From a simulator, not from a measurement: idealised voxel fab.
process module | voxel ribs on slabs
cross-section cut | 285 nm wide | cells 5 nm
A cross-section is a grid of square cells, given in bands from the top down. A band is one or more rows of cells.
Each band's line starts with the height of the band's top and of its bottom, in nm. Then come its materials from left to right, each with its width in nm. One material with "throughout" fills the band from edge to edge. "air" is empty space.
Height 0 is the level under which the wafer as received is all one material. The lowest band goes on downwards, as in "0 down".
A width such as "30 to 40" changes by the same amount from each row of cells to the next, from the band's top row to its bottom row.
"no change" after a step means that no cell of the cross-section changed.
closed voids: empty space of 8 cells or more with no open way to the top, each as width x height at its distance from the left edge, in nm
after a step's settings: what the simulator itself notes on the step
overlay nm, on a step with a mask: how far to the right of its planned place the mask lay; to the left if negative
Each pair below shows a cross-section before one step and the cross-section after it, down to the lowest band that changed. The line under each pair gives the step between them, with its settings. The pairs can come from different runs of this module on the same starting wafer, so a pair continues from the pair above only where its "before" says so.
before
  0 down: Si throughout
  closed voids: none
after
  20 to 0: SiO2 throughout
  below 0: unchanged
  closed voids: none
the step between: op DIRECTIONAL_DEP | material SiO2 | thk nm 20
before: the cross-section after the pair above
after
  35 to 20: polySi throughout
  below 20: unchanged
  closed voids: none
the step between: op DIRECTIONAL_DEP | material polySi | thk nm 15
before: the cross-section after the pair above
after
  50 to 35: air 130 | resist 20 | air 135
  below 35: unchanged
  closed voids: none
the step between: op PATTERN | tone cover | mask id RIB | material resist | width nm 20 | thk nm 15 | overlay nm 0
before: the cross-section after the pair above
after
  50 to 35: air 130 | resist 20 | air 135
  35 to 30: air 130 | polySi 20 | air 135
  below 30: unchanged
  closed voids: none
the step between: op DIRECTIONAL_ETCH | etch materials polySi | depth nm 5
before: the cross-section after the pair above
after
  35 to 30: air 130 | polySi 20 | air 135
  below 30: unchanged
  closed voids: none
the step between: op STRIP | etch materials resist
before: the cross-section after the pair above
after
  35 to 30: air 130 | polySi 20 | air 135
  30 to 20: air 110 | polySi 60 | air 115
  below 20: unchanged
  closed voids: none
the step between: op MASKED_ETCH | tone cover | mask id SLAB | width nm 60 | etch materials polySi | depth nm 10 | overlay nm 0
before: the cross-section after the pair above
after
  55 to 35: SiO2 throughout
  35 to 30: SiO2 130 | polySi 20 | SiO2 135
  30 to 20: SiO2 110 | polySi 60 | SiO2 115
  below 20: unchanged
  closed voids: none
the step between: op FILL_DEP | material SiO2 | thk nm 20
before: the cross-section after the pair above
after
  50 to 35: SiO2 throughout
  below 35: unchanged
  closed voids: none
the step between: op CMP | height nm 50
before: the cross-section after the pair above
after
  55 to 50: TiN throughout
  below 50: unchanged
  closed voids: none
the step between: op DIRECTIONAL_DEP | material TiN | thk nm 5
before: the cross-section after the pair above
after
  75 to 55: air 125 | resist 30 | air 130
  below 55: unchanged
  closed voids: none
the step between: op PATTERN | tone cover | mask id HEATER | material resist | width nm 30 | thk nm 20 | overlay nm 0
before: the cross-section after the pair above
after
  75 to 55: air 125 | resist 30 | air 130
  55 to 50: air 125 | TiN 30 | air 130
  below 50: unchanged
  closed voids: none
the step between: op DIRECTIONAL_ETCH | etch materials TiN | depth nm 5
before: the cross-section after the pair above
after
  55 to 50: air 125 | TiN 30 | air 130
  below 50: unchanged
  closed voids: none
the step between: op STRIP | etch materials resist
before: the cross-section after the pair above
after
  65 to 60: air 115 | SiN 50 | air 120
  60 to 55: SiN throughout
  55 to 50: SiN 125 | TiN 30 | SiN 130
  below 50: unchanged
  closed voids: none
the step between: op CONFORMAL_DEP | material SiN | thk nm 10
before
  35 to 20: polySi throughout
  20 to 0: SiO2 throughout
  0 down: Si throughout
  closed voids: none
after
  50 to 20: polySi throughout
  below 20: unchanged
  closed voids: none
the step between: op DIRECTIONAL_DEP | material polySi | thk nm 15
before: the cross-section after the pair above
after
  65 to 50: air 130 | resist 20 | air 135
  below 50: unchanged
  closed voids: none
the step between: op PATTERN | tone cover | mask id RIB | material resist | width nm 20 | thk nm 15 | overlay nm 0
before: the cross-section after the pair above
after
  65 to 50: air 130 | resist 20 | air 135
  50 to 45: air 130 | polySi 20 | air 135
  below 45: unchanged
  closed voids: none
the step between: op DIRECTIONAL_ETCH | etch materials polySi | depth nm 5
before: the cross-section after the pair above
after
  50 to 45: air 130 | polySi 20 | air 135
  below 45: unchanged
  closed voids: none
the step between: op STRIP | etch materials resist
before: the cross-section after the pair above
after
  50 to 45: air 130 | polySi 20 | air 135
  45 to 35: air 110 | polySi 60 | air 115
  below 35: unchanged
  closed voids: none
the step between: op MASKED_ETCH | tone cover | mask id SLAB | width nm 60 | etch materials polySi | depth nm 10 | overlay nm 0
before: the cross-section after the pair above
after
  70 to 50: SiO2 throughout
  50 to 45: SiO2 130 | polySi 20 | SiO2 135
  45 to 35: SiO2 110 | polySi 60 | SiO2 115
  below 35: unchanged
  closed voids: none
the step between: op FILL_DEP | material SiO2 | thk nm 20
before: the cross-section after the pair above
after
  50 to 45: SiO2 130 | polySi 20 | SiO2 135
  below 45: unchanged
  closed voids: none
the step between: op CMP | height nm 50
before: the cross-section after the pair above
after
  55 to 50: TiN throughout
  below 50: unchanged
  closed voids: none
the step between: op DIRECTIONAL_DEP | material TiN | thk nm 5
before: the cross-section after the pair above
after
  75 to 55: air 125 | resist 30 | air 130
  below 55: unchanged
  closed voids: none
the step between: op PATTERN | tone cover | mask id HEATER | material resist | width nm 30 | thk nm 20 | overlay nm 0
before: the cross-section after the pair above
after
  75 to 55: air 125 | resist 30 | air 130
  55 to 50: air 125 | TiN 30 | air 130
  below 50: unchanged
  closed voids: none
the step between: op DIRECTIONAL_ETCH | etch materials TiN | depth nm 5
before: the cross-section after the pair above
after
  55 to 50: air 125 | TiN 30 | air 130
  below 50: unchanged
  closed voids: none
the step between: op STRIP | etch materials resist
before: the cross-section after the pair above
after
  65 to 60: air 115 | SiN 50 | air 120
  60 to 55: SiN throughout
  55 to 50: SiN 125 | TiN 30 | SiN 130
  below 50: unchanged
  closed voids: none
the step between: op CONFORMAL_DEP | material SiN | thk nm 10
before
  20 to 0: SiO2 throughout
  0 down: Si throughout
  closed voids: none
after
  35 to 20: air 130 | resist 20 | air 135
  below 20: unchanged
  closed voids: none
the step between: op PATTERN | tone cover | mask id RIB | material resist | width nm 20 | thk nm 15 | overlay nm 0
before: the cross-section after the pair above
after
  50 to 35: air 130 | polySi 20 | air 135
  35 to 20: polySi 130 | resist 20 | polySi 135
  below 20: unchanged
  closed voids: none
the step between: op DIRECTIONAL_DEP | material polySi | thk nm 15
before: the cross-section after the pair above
after
  45 to 35: air 130 | polySi 20 | air 135
  35 to 30: air 130 | resist 20 | air 135
  below 30: unchanged
  closed voids: none
the step between: op DIRECTIONAL_ETCH | etch materials polySi | depth nm 5
before: the cross-section after the pair above
after
  30 to 20: polySi 130 | air 20 | polySi 135
  below 20: unchanged
  closed voids: none
the step between: op STRIP | etch materials resist
before: the cross-section after the pair above
after
  30 to 20: air 110 | polySi 20 | air 20 | polySi 20 | air 115
  below 20: unchanged
  closed voids: none
the step between: op MASKED_ETCH | tone cover | mask id SLAB | width nm 60 | etch materials polySi | depth nm 10 | overlay nm 0
before: the cross-section after the pair above
after
  50 to 30: SiO2 throughout
  30 to 20: SiO2 110 | polySi 20 | SiO2 20 | polySi 20 | SiO2 115
  below 20: unchanged
  closed voids: none
the step between: op FILL_DEP | material SiO2 | thk nm 20
before: the cross-section after the pair above
after
  55 to 50: TiN throughout
  below 50: unchanged
  closed voids: none
the step between: op DIRECTIONAL_DEP | material TiN | thk nm 5
before: the cross-section after the pair above
after
  75 to 55: air 125 | resist 30 | air 130
  below 55: unchanged
  closed voids: none
the step between: op PATTERN | tone cover | mask id HEATER | material resist | width nm 30 | thk nm 20 | overlay nm 0
before: the cross-section after the pair above
after
  75 to 55: air 125 | resist 30 | air 130
  55 to 50: air 125 | TiN 30 | air 130
  below 50: unchanged
  closed voids: none
the step between: op DIRECTIONAL_ETCH | etch materials TiN | depth nm 5
before: the cross-section after the pair above
after
  55 to 50: air 125 | TiN 30 | air 130
  below 50: unchanged
  closed voids: none
the step between: op STRIP | etch materials resist
before: the cross-section after the pair above
after
  65 to 60: air 115 | SiN 50 | air 120
  60 to 55: SiN throughout
  55 to 50: SiN 125 | TiN 30 | SiN 130
  below 50: unchanged
  closed voids: none
the step between: op CONFORMAL_DEP | material SiN | thk nm 10
before
  0 down: Si throughout
  closed voids: none
after
  25 to 0: SiO2 throughout
  below 0: unchanged
  closed voids: none
the step between: op DIRECTIONAL_DEP | material SiO2 | thk nm 25
before: the cross-section after the pair above
after
  40 to 25: polySi throughout
  below 25: unchanged
  closed voids: none
the step between: op DIRECTIONAL_DEP | material polySi | thk nm 15
before: the cross-section after the pair above
after
  55 to 40: air 130 | resist 20 | air 135
  below 40: unchanged
  closed voids: none
the step between: op PATTERN | tone cover | mask id RIB | material resist | width nm 20 | thk nm 15 | overlay nm 0
before: the cross-section after the pair above
after
  55 to 40: air 130 | resist 20 | air 135
  40 to 35: air 130 | polySi 20 | air 135
  below 35: unchanged
  closed voids: none
the step between: op DIRECTIONAL_ETCH | etch materials polySi | depth nm 5
before: the cross-section after the pair above
after
  40 to 35: air 130 | polySi 20 | air 135
  below 35: unchanged
  closed voids: none
the step between: op STRIP | etch materials resist
before: the cross-section after the pair above
after
  40 to 35: air 130 | polySi 20 | air 135
  35 to 25: air 110 | polySi 60 | air 115
  below 25: unchanged
  closed voids: none
the step between: op MASKED_ETCH | tone cover | mask id SLAB | width nm 60 | etch materials polySi | depth nm 10 | overlay nm 0
before: the cross-section after the pair above
after
  60 to 40: SiO2 throughout
  40 to 35: SiO2 130 | polySi 20 | SiO2 135
  35 to 25: SiO2 110 | polySi 60 | SiO2 115
  below 25: unchanged
  closed voids: none
the step between: op FILL_DEP | material SiO2 | thk nm 20
before: the cross-section after the pair above
after
  50 to 40: SiO2 throughout
  below 40: unchanged
  closed voids: none
the step between: op CMP | height nm 50
before: the cross-section after the pair above
after
  55 to 50: TiN throughout
  below 50: unchanged
  closed voids: none
the step between: op DIRECTIONAL_DEP | material TiN | thk nm 5
before: the cross-section after the pair above
after
  75 to 55: air 125 | resist 30 | air 130
  below 55: unchanged
  closed voids: none
the step between: op PATTERN | tone cover | mask id HEATER | material resist | width nm 30 | thk nm 20 | overlay nm 0
before: the cross-section after the pair above
after
  75 to 55: air 125 | resist 30 | air 130
  55 to 50: air 125 | TiN 30 | air 130
  below 50: unchanged
  closed voids: none
the step between: op DIRECTIONAL_ETCH | etch materials TiN | depth nm 5
before: the cross-section after the pair above
after
  55 to 50: air 125 | TiN 30 | air 130
  below 50: unchanged
  closed voids: none
the step between: op STRIP | etch materials resist
before: the cross-section after the pair above
after
  65 to 60: air 115 | SiN 50 | air 120
  60 to 55: SiN throughout
  55 to 50: SiN 125 | TiN 30 | SiN 130
  below 50: unchanged
  closed voids: none
the step between: op CONFORMAL_DEP | material SiN | thk nm 10
before
  55 to 50: TiN throughout
  50 to 35: SiO2 throughout
  35 to 30: SiO2 130 | polySi 20 | SiO2 135
  30 to 20: SiO2 110 | polySi 60 | SiO2 115
  20 to 0: SiO2 throughout
  0 down: Si throughout
  closed voids: none
after
  75 to 55: air 130 | resist 25 | air 130
  below 55: unchanged
  closed voids: none
the step between: op PATTERN | tone cover | mask id HEATER | material resist | width nm 25 | thk nm 20 | overlay nm 0
before: the cross-section after the pair above
after
  75 to 55: air 130 | resist 25 | air 130
  55 to 50: air 130 | TiN 25 | air 130
  below 50: unchanged
  closed voids: none
the step between: op DIRECTIONAL_ETCH | etch materials TiN | depth nm 5
before: the cross-section after the pair above
after
  55 to 50: air 130 | TiN 25 | air 130
  below 50: unchanged
  closed voids: none
the step between: op STRIP | etch materials resist
before: the cross-section after the pair above
after
  65 to 60: air 120 | SiN 45 | air 120
  60 to 55: SiN throughout
  55 to 50: SiN 130 | TiN 25 | SiN 130
  below 50: unchanged
  closed voids: none
the step between: op CONFORMAL_DEP | material SiN | thk nm 10
before
  55 to 50: TiN throughout
  50 to 35: SiO2 throughout
  35 to 30: SiO2 130 | polySi 20 | SiO2 135
  30 to 20: SiO2 110 | polySi 60 | SiO2 115
  20 to 0: SiO2 throughout
  0 down: Si throughout
  closed voids: none
after
  75 to 55: air 120 | resist 30 | air 135
  below 55: unchanged
  closed voids: none
the step between: op PATTERN | tone cover | mask id HEATER | material resist | width nm 30 | thk nm 20 | overlay nm -5
before: the cross-section after the pair above
after
  75 to 55: air 120 | resist 30 | air 135
  55 to 50: air 120 | TiN 30 | air 135
  below 50: unchanged
  closed voids: none
the step between: op DIRECTIONAL_ETCH | etch materials TiN | depth nm 5
before: the cross-section after the pair above
after
  55 to 50: air 120 | TiN 30 | air 135
  below 50: unchanged
  closed voids: none
the step between: op STRIP | etch materials resist
before: the cross-section after the pair above
after
  65 to 60: air 110 | SiN 50 | air 125
  60 to 55: SiN throughout
  55 to 50: SiN 120 | TiN 30 | SiN 135
  below 50: unchanged
  closed voids: none
the step between: op CONFORMAL_DEP | material SiN | thk nm 10
before
  20 to 0: SiO2 throughout
  0 down: Si throughout
  closed voids: none
after
  35 to 20: TiN throughout
  below 20: unchanged
  closed voids: none
the step between: op DIRECTIONAL_DEP | material TiN | thk nm 15
before: the cross-section after the pair above
after
  50 to 35: air 130 | resist 20 | air 135
  below 35: unchanged
  closed voids: none
the step between: op PATTERN | tone cover | mask id RIB | material resist | width nm 20 | thk nm 15 | overlay nm 0
before: the cross-section after the pair above
after
  35 to 20: TiN throughout
  below 20: unchanged
  closed voids: none
the step between: op STRIP | etch materials resist
before: the cross-section after the pair above
after
  55 to 35: SiO2 throughout
  below 35: unchanged
  closed voids: none
the step between: op FILL_DEP | material SiO2 | thk nm 20
before: the cross-section after the pair above
after
  50 to 35: SiO2 throughout
  below 35: unchanged
  closed voids: none
the step between: op CMP | height nm 50
before: the cross-section after the pair above
after
  55 to 50: TiN throughout
  below 50: unchanged
  closed voids: none
the step between: op DIRECTIONAL_DEP | material TiN | thk nm 5
before: the cross-section after the pair above
after
  75 to 55: air 125 | resist 30 | air 130
  below 55: unchanged
  closed voids: none
the step between: op PATTERN | tone cover | mask id HEATER | material resist | width nm 30 | thk nm 20 | overlay nm 0
before: the cross-section after the pair above
after
  75 to 55: air 125 | resist 30 | air 130
  55 to 50: air 125 | TiN 30 | air 130
  below 50: unchanged
  closed voids: none
the step between: op DIRECTIONAL_ETCH | etch materials TiN | depth nm 5
before: the cross-section after the pair above
after
  55 to 50: air 125 | TiN 30 | air 130
  below 50: unchanged
  closed voids: none
the step between: op STRIP | etch materials resist
before: the cross-section after the pair above
after
  65 to 60: air 115 | SiN 50 | air 120
  60 to 55: SiN throughout
  55 to 50: SiN 125 | TiN 30 | SiN 130
  below 50: unchanged
  closed voids: none
the step between: op CONFORMAL_DEP | material SiN | thk nm 10
before
  35 to 20: polySi throughout
  20 to 0: SiO2 throughout
  0 down: Si throughout
  closed voids: none
after
  50 to 35: resist 130 | air 20 | resist 135
  below 35: unchanged
  closed voids: none
the step between: op PATTERN | tone open | mask id RIB | material resist | width nm 20 | thk nm 15 | overlay nm 0
before: the cross-section after the pair above
after
  50 to 35: resist 130 | air 20 | resist 135
  35 to 30: polySi 130 | air 20 | polySi 135
  below 30: unchanged
  closed voids: none
the step between: op DIRECTIONAL_ETCH | etch materials polySi | depth nm 5
before: the cross-section after the pair above
after
  35 to 30: polySi 130 | air 20 | polySi 135
  below 30: unchanged
  closed voids: none
the step between: op STRIP | etch materials resist
before: the cross-section after the pair above
after
  35 to 30: air 110 | polySi 20 | air 20 | polySi 20 | air 115
  30 to 25: air 110 | polySi 60 | air 115
  below 25: unchanged
  closed voids: none
the step between: op MASKED_ETCH | tone cover | mask id SLAB | width nm 60 | etch materials polySi | depth nm 10 | overlay nm 0
before: the cross-section after the pair above
after
  55 to 35: SiO2 throughout
  35 to 30: SiO2 110 | polySi 20 | SiO2 20 | polySi 20 | SiO2 115
  30 to 25: SiO2 110 | polySi 60 | SiO2 115
  below 25: unchanged
  closed voids: none
the step between: op FILL_DEP | material SiO2 | thk nm 20
before: the cross-section after the pair above
after
  50 to 35: SiO2 throughout
  below 35: unchanged
  closed voids: none
the step between: op CMP | height nm 50
before: the cross-section after the pair above
after
  55 to 50: TiN throughout
  below 50: unchanged
  closed voids: none
the step between: op DIRECTIONAL_DEP | material TiN | thk nm 5
before: the cross-section after the pair above
after
  75 to 55: air 125 | resist 30 | air 130
  below 55: unchanged
  closed voids: none
the step between: op PATTERN | tone cover | mask id HEATER | material resist | width nm 30 | thk nm 20 | overlay nm 0
before: the cross-section after the pair above
after
  75 to 55: air 125 | resist 30 | air 130
  55 to 50: air 125 | TiN 30 | air 130
  below 50: unchanged
  closed voids: none
the step between: op DIRECTIONAL_ETCH | etch materials TiN | depth nm 5
before: the cross-section after the pair above
after
  55 to 50: air 125 | TiN 30 | air 130
  below 50: unchanged
  closed voids: none
the step between: op STRIP | etch materials resist
before: the cross-section after the pair above
after
  65 to 60: air 115 | SiN 50 | air 120
  60 to 55: SiN throughout
  55 to 50: SiN 125 | TiN 30 | SiN 130
  below 50: unchanged
  closed voids: none
the step between: op CONFORMAL_DEP | material SiN | thk nm 10
